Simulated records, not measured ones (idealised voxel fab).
Process module under the name voxel wiring stack
In the cross-section labelled cut, the width is 245 nm and each square cell is 5 nm.
Just so we're on the same page, the cross-sections are grids of square cells, and they're listed out in bands top to bottom, each band one or more rows deep.
Each band's line starts with the height of the band's top and of its bottom, in nm. Then come its materials from left to right, each with its width in nm. One material with "everywhere" fills the band from edge to edge. "blank" is empty space.
Ref level 0: as-received wafer is one material below here. Bottom band extends down with no lower bound ("0 down").
Note: "30..40" means the width goes from the first number (top row of the band) to the second number (bottom row) in equal steps per row of cells.
"nothing was modified" for a step: no cell of the cross-section changed in that step.
Reported under the label "Voids, fully enclosed" are the empty spaces having no open way to the top and comprising 8 cells or more; the notation for each is width x height at distance, in which the distance is measured from the left edge and all three values are in nm.
Read whatever lies past the settings on a step's line as the simulator's own remark about the step.
overlay nm: mask offset rightward from planned place, masked step; negative means leftward offset.

## The process steps that were planned are listed below
1) op RECEIVE | material Si
2) op CONFORMAL_DEP | material SiO2 | thk nm 10
3) op DIRECTIONAL_DEP | material TiN | thk nm 5
4) op DIRECTIONAL_DEP | material Ru | thk nm 15
5) op MASKED_ETCH | tone cover | mask id METAL_1 | width nm 20 | pitch nm 50 | etch materials Ru | depth nm 15 | overlay nm 0
6) op MASKED_ETCH | tone cover | mask id METAL_1 | width nm 20 | pitch nm 50 | etch materials TiN | depth nm 5 | overlay nm 0
7) op CONFORMAL_DEP | material SiN | thk nm 5
8) op FILL_DEP | material SiO2 | thk nm 5
9) op CMP | height nm 30
10) op CONFORMAL_DEP | material SiCN | thk nm 5
11) op DIRECTIONAL_DEP | material lowk | thk nm 25
12) op DIRECTIONAL_DEP | material aC | thk nm 10
13) op PATTERN | tone open | mask id METAL_2_HOLES | material resist | width nm 15 | pitch nm 100 | thk nm 30 | overlay nm 0
14) op DIRECTIONAL_ETCH | etch materials aC | depth nm 10
15) op STRIP | etch materials resist
16) op DIRECTIONAL_ETCH | etch materials lowk | depth nm 25
17) op STRIP | etch materials aC
18) op PATTERN | tone open | mask id METAL_2 | material resist | width nm 20 | pitch nm 50 | thk nm 15 | overlay nm 0
19) op DIRECTIONAL_ETCH | etch materials lowk | depth nm 15
20) op DIRECTIONAL_ETCH | etch materials SiCN | depth nm 5
21) op STRIP | etch materials resist
22) op CONFORMAL_DEP | material TiN | thk nm 5
23) op FILL_DEP | material Cu | thk nm 10
24) op CMP | height nm 60
25) op CONFORMAL_DEP | material SiCN | thk nm 5

## Cross-sectional view of the wafer in its as-received condition, corresponding to the state after step 1
0 down  Si everywhere
Voids, fully enclosed: none

## Sectioned view, first of two wafers, at the close of the module, processed as intended in the plan
65 to 60  SiCN everywhere
60 to 50  lowk 35, then TiN 5, then Cu 10, then TiN 5, then lowk 30, then TiN 5, then Cu 10, then TiN 5, then lowk 30, then TiN 5, then Cu 10, then TiN 5, then lowk 30, then TiN 5, then Cu 10, then TiN 5, then lowk 40
50 to 45  lowk 35, then TiN 5, then Cu 5, then TiN 10, then lowk 30, then TiN 20, then lowk 30, then TiN 5, then Cu 5, then TiN 10, then lowk 30, then TiN 20, then lowk 40
45 to 35  lowk 35, then TiN 5, then Cu 5, then TiN 5, then lowk 85, then TiN 5, then Cu 5, then TiN 5, then lowk 95
35 to 30  SiCN 35, then TiN 15, then SiCN 85, then TiN 15, then SiCN 95
30 to 15  SiO2 30, then SiN 5, then Ru 20, then SiN 5, then SiO2 20, then SiN 5, then Ru 20, then SiN 5, then SiO2 20, then SiN 5, then Ru 20, then SiN 5, then SiO2 20, then SiN 5, then Ru 20, then SiN 5, then SiO2 35
15 to 10  SiN 35, then TiN 20, then SiN 30, then TiN 20, then SiN 30, then TiN 20, then SiN 30, then TiN 20, then SiN 40
10 to 0  SiO2 everywhere
0 down  Si everywhere
Voids, fully enclosed: none

## Cross-section, wafer two of two, end of module: same start and plan as wafer one, one error in execution
65 to 60  SiCN everywhere
60 to 50  lowk 35, then TiN 5, then Cu 10, then TiN 5, then lowk 30, then TiN 5, then Cu 10, then TiN 5, then lowk 30, then TiN 5, then Cu 10, then TiN 5, then lowk 30, then TiN 5, then Cu 10, then TiN 5, then lowk 40
50 to 45  lowk 35, then TiN 5, then Cu 5, then TiN 10, then lowk 30, then TiN 20, then lowk 30, then TiN 5, then Cu 5, then TiN 10, then lowk 30, then TiN 20, then lowk 40
45 to 35  lowk 35, then TiN 5, then Cu 5, then TiN 5, then lowk 85, then TiN 5, then Cu 5, then TiN 5, then lowk 95
35 to 30  SiCN 35, then TiN 15, then SiCN 85, then TiN 15, then SiCN 95
30 to 25  SiO2 everywhere
25 to 20  SiO2 30, then SiN 30, then SiO2 20, then SiN 30, then SiO2 20, then SiN 30, then SiO2 20, then SiN 30, then SiO2 35
20 to 5  SiO2 30, then SiN 5, then Ru 20, then SiN 5, then SiO2 20, then SiN 5, then Ru 20, then SiN 5, then SiO2 20, then SiN 5, then Ru 20, then SiN 5, then SiO2 20, then SiN 5, then Ru 20, then SiN 5, then SiO2 35
5 to 0  SiN 35, then TiN 20, then SiN 30, then TiN 20, then SiN 30, then TiN 20, then SiN 30, then TiN 20, then SiN 40
0 down  Si everywhere
Voids, fully enclosed: none
Error vs. plan: step 2 of the plan was jumped over and never run
Final difference in cells, second wafer against first, listed per material as more or fewer: SiN: 24 more | SiO2: 24 fewer
